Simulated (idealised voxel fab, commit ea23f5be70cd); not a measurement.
Module name: voxel released beams (process module)
Cross-section cut: width 165 nm, square cells of 5 nm.
Cross-section = grid of square cells, listed top down in bands; band = one or more rows.
The band entry comprises the height of the band's top followed by the height of its bottom, expressed in nm, and subsequently the band's materials from left to right, each stated together with its width in nm. Where a single material is marked with the word "throughout", that material fills the band from edge to edge. The word "air" represents empty space.
Height datum 0, below which the as-received substrate wafer is one material. Lowest band open at the bottom, running downward: "top 0, no bottom".
Width: "30->40" (first number = top row, second number = bottom row, same change from row to row of cells).
Basically "everything unchanged" means that step didn't change any cell in the cross-section.
In the "Closed void register" entry, you get each enclosed empty space of 8 cells or more, one with no open way to the top, written width x height at distance, distance from the left edge, in nm.
That trailing text on a step's line, after the settings, is the simulator's own remark on the step.
The line of a step may include "overlay nm". On a step with a mask, this value is how far to the right of its planned place the mask lay. A negative value means the mask lay to the left.

[Process steps (planned)]
1) RECEIVE: material Si
2) CONFORMAL_DEP: material SiN, thk nm 10
3) DIRECTIONAL_DEP: material SiO2, thk nm 20
4) PATTERN: tone open, mask id ANCHOR, material resist, width nm 30, thk nm 20, overlay nm 0
5) DIRECTIONAL_ETCH: etch materials SiO2, depth nm 20
6) STRIP: etch materials resist
7) CONFORMAL_DEP: material TiN, thk nm 10
8) MASKED_ETCH: tone cover, mask id BEAM, width nm 115, etch materials TiN, depth nm 10, overlay nm 0
9) STRIP: etch materials SiO2

[Concerning the first of two wafers, which was run in accordance with the plan]

[Cross-section of the wafer upon arrival, representing the state reached after step 1]
	top 0, no bottom = Si throughout
	Closed void register: none

[after step 2]
	top 10, bottom 0 = SiN throughout
	Below 0, no change.

[after step 3]
	top 30, bottom 10 = SiO2 throughout
	Below 10, no change.

[after step 4]
	top 50, bottom 30 = resist=25  air=30  resist=110
	Below 30, no change.

[after step 5]
	top 50, bottom 30 = resist=25  air=30  resist=110
	top 30, bottom 10 = SiO2=25  air=30  SiO2=110
	Below 10, no change.

[after step 6]
	top 30, bottom 10 = SiO2=25  air=30  SiO2=110
	Below 10, no change.

[after step 7]
	top 40, bottom 30 = TiN=35  air=10  TiN=120
	top 30, bottom 20 = SiO2=25  TiN=10  air=10  TiN=10  SiO2=110
	top 20, bottom 10 = SiO2=25  TiN=30  SiO2=110
	Below 10, no change.

[after step 8]
	top 40, bottom 30 = air=20  TiN=15  air=10  TiN=90  air=30
	Below 30, no change.

[after step 9]
	top 40, bottom 30 = air=20  TiN=15  air=10  TiN=90  air=30
	top 30, bottom 20 = air=25  TiN=10  air=10  TiN=10  air=110
	top 20, bottom 10 = air=25  TiN=30  air=110
	Below 10, no change.

[Companion wafer, the second of two: same beginning, same intended sequence, one mistake in carrying it out; through step 3 inclusive it tracks the first exactly]

[What the second wafer looks like in cross-section when step 4 should have wrapped up]
	top 50, bottom 30 = air=25  resist=30  air=110
	Below 30, no change.

[What the second wafer looks like in cross-section when step 5 should have wrapped up]
	top 50, bottom 30 = air=25  resist=30  air=110
	top 30, bottom 10 = air=25  SiO2=30  air=110
	Below 10, no change.

[What the second wafer looks like in cross-section when step 6 should have wrapped up]
	top 30, bottom 10 = air=25  SiO2=30  air=110
	Below 10, no change.

[What the second wafer looks like in cross-section when step 7 should have wrapped up]
	top 40, bottom 30 = air=15  TiN=50  air=100
	top 30, bottom 20 = air=15  TiN=10  SiO2=30  TiN=10  air=100
	top 20, bottom 10 = TiN=25  SiO2=30  TiN=110
	Below 10, no change.

[What the second wafer looks like in cross-section when step 8 should have wrapped up]
	top 40, bottom 30 = air=20  TiN=45  air=100
	top 30, bottom 20 = air=15  TiN=10  SiO2=30  TiN=10  air=100
	top 20, bottom 10 = air=15  TiN=10  SiO2=30  TiN=80  air=30
	Below 10, no change.

What the second wafer looks like in cross-section when step 9 should have wrapped up: everything unchanged
Short version of what went wrong: step 4 was not run as planned; what actually ran was PATTERN: tone cover, mask id ANCHOR, material resist, width nm 30, thk nm 20, overlay nm 0
Final tally in cells, some materials are higher or lower on the second wafer than on the first: SiO2 +24
